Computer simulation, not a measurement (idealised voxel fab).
Documented hereafter: the process module known as voxel quadruple lines.
Cross-sectional view cut (width: 270 nm; square cell size: 5 nm).
In what follows, cross-sections appear as grids of square cells, described through bands that run from the top down, where every band is one or more rows of cells.
Heights first: top, then bottom, in nm. Then materials, left to right, each with a width in nm. "all across" on a single material: fills the band edge to edge. "air": empty space.
All heights in this document are referenced to 0, defined as the level beneath which the wafer, as received, consists entirely of one material. The lowest band is not bounded below; it extends indefinitely downward and is written in the form "top 0, no bottom".
When a width is written as two numbers, as in "30..40", the first number is the width in the top row of cells of the band and the second is the width in its bottom row, and the width changes by the same amount from each row to the next.
Take "nothing different" at face value: in the step it is given for, the cross-section changed in none of its cells.
The label "Non-vented voids" introduces a list of the empty spaces, 8 cells or larger, that have no open way up to the top; each entry in it reads width x height at distance, where the distance is taken from the left edge and all three are stated in nm.
after a step's settings: what the simulator itself notes on the step
"overlay nm" denotes, for a step that has a mask, the displacement of the mask to the right of its planned place, with negative values corresponding to the left.

# These are the steps we planned for the process
1: RECEIVE: material Si
2: CONFORMAL_DEP: material SiO2, thk nm 5
3: DIRECTIONAL_DEP: material W, thk nm 15
4: DIRECTIONAL_DEP: material polySi, thk nm 15
5: DIRECTIONAL_DEP: material aC, thk nm 25
6: PATTERN: tone cover, mask id MANDREL, material resist, width nm 30, pitch nm 80, thk nm 35, overlay nm 0
7: DIRECTIONAL_ETCH: etch materials aC, depth nm 25
8: STRIP: etch materials resist
9: CONFORMAL_DEP: material SiO2, thk nm 10
10: DIRECTIONAL_ETCH: etch materials SiO2, depth nm 10
11: STRIP: etch materials aC
12: DIRECTIONAL_ETCH: etch materials polySi, depth nm 15
13: STRIP: etch materials SiO2
14: CONFORMAL_DEP: material SiCN, thk nm 10
15: DIRECTIONAL_ETCH: etch materials SiCN, depth nm 10
16: STRIP: etch materials polySi
17: DIRECTIONAL_ETCH: etch materials W, depth nm 15
18: STRIP: etch materials SiCN

# First of two wafers: run as planned

# Cross-section, incoming material, after step 1
* top 0, no bottom: Si all across
* Non-vented voids: none

# Sectional view: wafer, after step 2
* top 5, bottom 0: SiO2 all across
* below 0: unchanged

# Sectional view: wafer, after step 3
* top 20, bottom 5: W all across
* below 5: unchanged

# Sectional view: wafer, after step 4
* top 35, bottom 20: polySi all across
* below 20: unchanged

# Sectional view: wafer, after step 5
* top 60, bottom 35: aC all across
* below 35: unchanged

# Sectional view: wafer, after step 6
* top 95, bottom 60: air=80  resist=30  air=50  resist=30  air=80
* below 60: unchanged

# Sectional view: wafer, after step 7
* top 70, bottom 60: air=80  resist=30  air=50  resist=30  air=80
* top 60, bottom 35: air=80  aC=30  air=50  aC=30  air=80
* below 35: unchanged

# Sectional view: wafer, after step 8
* top 60, bottom 35: air=80  aC=30  air=50  aC=30  air=80
* below 35: unchanged

# Sectional view: wafer, after step 9
* top 70, bottom 60: air=70  SiO2=50  air=30  SiO2=50  air=70
* top 60, bottom 45: air=70  SiO2=10  aC=30  SiO2=10  air=30  SiO2=10  aC=30  SiO2=10  air=70
* top 45, bottom 35: SiO2=80  aC=30  SiO2=50  aC=30  SiO2=80
* below 35: unchanged

# Sectional view: wafer, after step 10
* top 60, bottom 35: air=70  SiO2=10  aC=30  SiO2=10  air=30  SiO2=10  aC=30  SiO2=10  air=70
* below 35: unchanged

# Sectional view: wafer, after step 11
* top 60, bottom 35: air=70  SiO2=10  air=30  SiO2=10  air=30  SiO2=10  air=30  SiO2=10  air=70
* below 35: unchanged

# Sectional view: wafer, after step 12
* top 60, bottom 35: air=70  SiO2=10  air=30  SiO2=10  air=30  SiO2=10  air=30  SiO2=10  air=70
* top 35, bottom 20: air=70  polySi=10  air=30  polySi=10  air=30  polySi=10  air=30  polySi=10  air=70
* below 20: unchanged

# Sectional view: wafer, after step 13
* top 35, bottom 20: air=70  polySi=10  air=30  polySi=10  air=30  polySi=10  air=30  polySi=10  air=70
* below 20: unchanged

# Sectional view: wafer, after step 14
* top 45, bottom 35: air=60  SiCN=30  air=10  SiCN=30  air=10  SiCN=30  air=10  SiCN=30  air=60
* top 35, bottom 30: air=60  SiCN=10  polySi=10  SiCN=10  air=10  SiCN=10  polySi=10  SiCN=10  air=10  SiCN=10  polySi=10  SiCN=10  air=10  SiCN=10  polySi=10  SiCN=10  air=60
* top 30, bottom 20: SiCN=70  polySi=10  SiCN=30  polySi=10  SiCN=30  polySi=10  SiCN=30  polySi=10  SiCN=70
* below 20: unchanged

# Sectional view: wafer, after step 15
* top 35, bottom 20: air=60  SiCN=10  polySi=10  SiCN=10  air=10  SiCN=10  polySi=10  SiCN=10  air=10  SiCN=10  polySi=10  SiCN=10  air=10  SiCN=10  polySi=10  SiCN=10  air=60
* below 20: unchanged

# Sectional view: wafer, after step 16
* top 35, bottom 20: air=60  SiCN=10  air=10  SiCN=10  air=10  SiCN=10  air=10  SiCN=10  air=10  SiCN=10  air=10  SiCN=10  air=10  SiCN=10  air=10  SiCN=10  air=60
* below 20: unchanged

# Sectional view: wafer, after step 17
* top 35, bottom 20: air=60  SiCN=10  air=10  SiCN=10  air=10  SiCN=10  air=10  SiCN=10  air=10  SiCN=10  air=10  SiCN=10  air=10  SiCN=10  air=10  SiCN=10  air=60
* top 20, bottom 5: air=60  W=10  air=10  W=10  air=10  W=10  air=10  W=10  air=10  W=10  air=10  W=10  air=10  W=10  air=10  W=10  air=60
* below 5: unchanged

# Sectional view: wafer, after step 18
* top 20, bottom 5: air=60  W=10  air=10  W=10  air=10  W=10  air=10  W=10  air=10  W=10  air=10  W=10  air=10  W=10  air=10  W=10  air=60
* below 5: unchanged

# Second wafer - shared start and plan with the first - one error in running - same as the first up to step 5 inclusive

# The second wafer in cross-section, at the planned close of step 6
* top 95, bottom 60: air=85  resist=25  air=55  resist=25  air=80
* below 60: unchanged

# The second wafer in cross-section, at the planned close of step 7
* top 70, bottom 60: air=85  resist=25  air=55  resist=25  air=80
* top 60, bottom 35: air=85  aC=25  air=55  aC=25  air=80
* below 35: unchanged

# The second wafer in cross-section, at the planned close of step 8
* top 60, bottom 35: air=85  aC=25  air=55  aC=25  air=80
* below 35: unchanged

# The second wafer in cross-section, at the planned close of step 9
* top 70, bottom 60: air=75  SiO2=45  air=35  SiO2=45  air=70
* top 60, bottom 45: air=75  SiO2=10  aC=25  SiO2=10  air=35  SiO2=10  aC=25  SiO2=10  air=70
* top 45, bottom 35: SiO2=85  aC=25  SiO2=55  aC=25  SiO2=80
* below 35: unchanged

# The second wafer in cross-section, at the planned close of step 10
* top 60, bottom 35: air=75  SiO2=10  aC=25  SiO2=10  air=35  SiO2=10  aC=25  SiO2=10  air=70
* below 35: unchanged

# The second wafer in cross-section, at the planned close of step 11
* top 60, bottom 35: air=75  SiO2=10  air=25  SiO2=10  air=35  SiO2=10  air=25  SiO2=10  air=70
* below 35: unchanged

# The second wafer in cross-section, at the planned close of step 12
* top 60, bottom 35: air=75  SiO2=10  air=25  SiO2=10  air=35  SiO2=10  air=25  SiO2=10  air=70
* top 35, bottom 20: air=75  polySi=10  air=25  polySi=10  air=35  polySi=10  air=25  polySi=10  air=70
* below 20: unchanged

# The second wafer in cross-section, at the planned close of step 13
* top 35, bottom 20: air=75  polySi=10  air=25  polySi=10  air=35  polySi=10  air=25  polySi=10  air=70
* below 20: unchanged

# The second wafer in cross-section, at the planned close of step 14
* top 45, bottom 35: air=65  SiCN=30  air=5  SiCN=30  air=15  SiCN=30  air=5  SiCN=30  air=60
* top 35, bottom 30: air=65  SiCN=10  polySi=10  SiCN=10  air=5  SiCN=10  polySi=10  SiCN=10  air=15  SiCN=10  polySi=10  SiCN=10  air=5  SiCN=10  polySi=10  SiCN=10  air=60
* top 30, bottom 20: SiCN=75  polySi=10  SiCN=25  polySi=10  SiCN=35  polySi=10  SiCN=25  polySi=10  SiCN=70
* below 20: unchanged

# The second wafer in cross-section, at the planned close of step 15
* top 35, bottom 20: air=65  SiCN=10  polySi=10  SiCN=10  air=5  SiCN=10  polySi=10  SiCN=10  air=15  SiCN=10  polySi=10  SiCN=10  air=5  SiCN=10  polySi=10  SiCN=10  air=60
* below 20: unchanged

# The second wafer in cross-section, at the planned close of step 16
* top 35, bottom 20: air=65  SiCN=10  air=10  SiCN=10  air=5  SiCN=10  air=10  SiCN=10  air=15  SiCN=10  air=10  SiCN=10  air=5  SiCN=10  air=10  SiCN=10  air=60
* below 20: unchanged

# The second wafer in cross-section, at the planned close of step 17
* top 35, bottom 20: air=65  SiCN=10  air=10  SiCN=10  air=5  SiCN=10  air=10  SiCN=10  air=15  SiCN=10  air=10  SiCN=10  air=5  SiCN=10  air=10  SiCN=10  air=60
* top 20, bottom 5: air=65  W=10  air=10  W=10  air=5  W=10  air=10  W=10  air=15  W=10  air=10  W=10  air=5  W=10  air=10  W=10  air=60
* below 5: unchanged

# The second wafer in cross-section, at the planned close of step 18
* top 20, bottom 5: air=65  W=10  air=10  W=10  air=5  W=10  air=10  W=10  air=15  W=10  air=10  W=10  air=5  W=10  air=10  W=10  air=60
* below 5: unchanged
Want to know what went wrong? step 6 was not run as planned; what actually ran was PATTERN: tone cover, mask id MANDREL, material resist, width nm 25, pitch nm 80, thk nm 35, overlay nm 0
At the end, the second wafer has the same number of cells of each material as the first, but those cells sit in other places.
